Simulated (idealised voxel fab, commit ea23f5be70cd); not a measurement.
process module | voxel self aligned contacts
cross-section cut | 290 nm wide | cells 5 nm
A cross-section is a grid of square cells, given in bands from the top down. A band is one or more rows of cells.
Each band's line starts with the height of the band's top and of its bottom, in nm. Then come its materials from left to right, each with its width in nm. One material with "throughout" fills the band from edge to edge. "air" is empty space.
Height 0 is the level under which the wafer as received is all one material. The lowest band goes on downwards, as in "0 down".
A width such as "30 to 40" changes by the same amount from each row of cells to the next, from the band's top row to its bottom row.
"no change" after a step means that no cell of the cross-section changed.
closed voids: empty space of 8 cells or more with no open way to the top, each as width x height at its distance from the left edge, in nm
after a step's settings: what the simulator itself notes on the step
overlay nm, on a step with a mask: how far to the right of its planned place the mask lay; to the left if negative
plan
1 op RECEIVE | material Si
2 op CONFORMAL_DEP | material SiO2 | thk nm 5
3 op DIRECTIONAL_DEP | material polySi | thk nm 30
4 op DIRECTIONAL_DEP | material SiN | thk nm 15
5 op DIRECTIONAL_DEP | material aC | thk nm 10
6 op PATTERN | tone cover | mask id GATE | material resist | width nm 35 | pitch nm 70 | thk nm 25 | overlay nm 0
7 op DIRECTIONAL_ETCH | etch materials aC | depth nm 10
8 op STRIP | etch materials resist
9 op DIRECTIONAL_ETCH | etch materials SiN | depth nm 15
10 op DIRECTIONAL_ETCH | etch materials polySi | depth nm 20
11 op STRIP | etch materials aC
12 op CONFORMAL_DEP | material SiN | thk nm 5
13 op DIRECTIONAL_ETCH | etch materials SiN | depth nm 5
14 op FILL_DEP | material SiO2 | thk nm 15
15 op CMP | height nm 60
16 op PATTERN | tone open | mask id CONTACT | material resist | width nm 55 | thk nm 15 | overlay nm 0
17 op DIRECTIONAL_ETCH | etch materials SiO2 | depth nm 60
18 op STRIP | etch materials resist
19 op CONFORMAL_DEP | material TiN | thk nm 5
20 op FILL_DEP | material W | thk nm 10
21 op CMP | height nm 60
22 op CONFORMAL_DEP | material SiN | thk nm 5
varied across the wafers: depth nm of step 10. The plan shows the first wafer's value. All wafers start alike
first wafer as received, after step 1
  0 down: Si throughout
  closed voids: none
first wafer at the end, after step 22
  65 to 60: SiN throughout
  60 to 50: SiO2 115 | TiN 5 to 20 | W 45 to 15 | TiN 5 to 20 | SiO2 120
  50 to 35: SiO2 85 | SiN 45 | TiN 5 | W 15 | TiN 5 | SiN 45 | SiO2 90
  35 to 20: SiO2 85 | SiN 5 | polySi 35 | SiN 5 | TiN 5 | W 15 | TiN 5 | SiN 5 | polySi 35 | SiN 5 | SiO2 90
  20 to 15: SiO2 85 | SiN 5 | polySi 35 | SiN 5 | TiN 25 | SiN 5 | polySi 35 | SiN 5 | SiO2 90
  15 to 5: polySi throughout
  5 to 0: SiO2 throughout
  0 down: Si throughout
  closed voids: none
last wafer at the end
  65 to 60: SiN throughout
  60 to 50: SiO2 115 | TiN 5 to 20 | W 45 to 15 | TiN 5 to 20 | SiO2 120
  50 to 35: SiO2 85 | SiN 45 | TiN 5 | W 15 | TiN 5 | SiN 45 | SiO2 90
  35 to 5: SiO2 85 | SiN 5 | polySi 35 | SiN 5 | TiN 5 | W 15 | TiN 5 | SiN 5 | polySi 35 | SiN 5 | SiO2 90
  5 to 0: SiO2 130 | TiN 25 | SiO2 135
  0 down: Si throughout
  closed voids: none
each wafer at the end: cells of each material gained (+) or lost (-) since it was received, then its closed voids
depth nm 20 | +128 SiN | +397 SiO2 | +27 TiN | +30 W | +172 polySi | closed voids: none
depth nm 25 | +132 SiN | +432 SiO2 | +29 TiN | +33 W | +128 polySi | closed voids: none
depth nm 30 | +136 SiN | +462 SiO2 | +33 TiN | +39 W | +84 polySi | closed voids: none
depth nm 35 | +136 SiN | +462 SiO2 | +33 TiN | +39 W | +84 polySi | closed voids: none
depth nm 40 | +136 SiN | +462 SiO2 | +33 TiN | +39 W | +84 polySi | closed voids: none
depth nm 45 | +136 SiN | +462 SiO2 | +33 TiN | +39 W | +84 polySi | closed voids: none
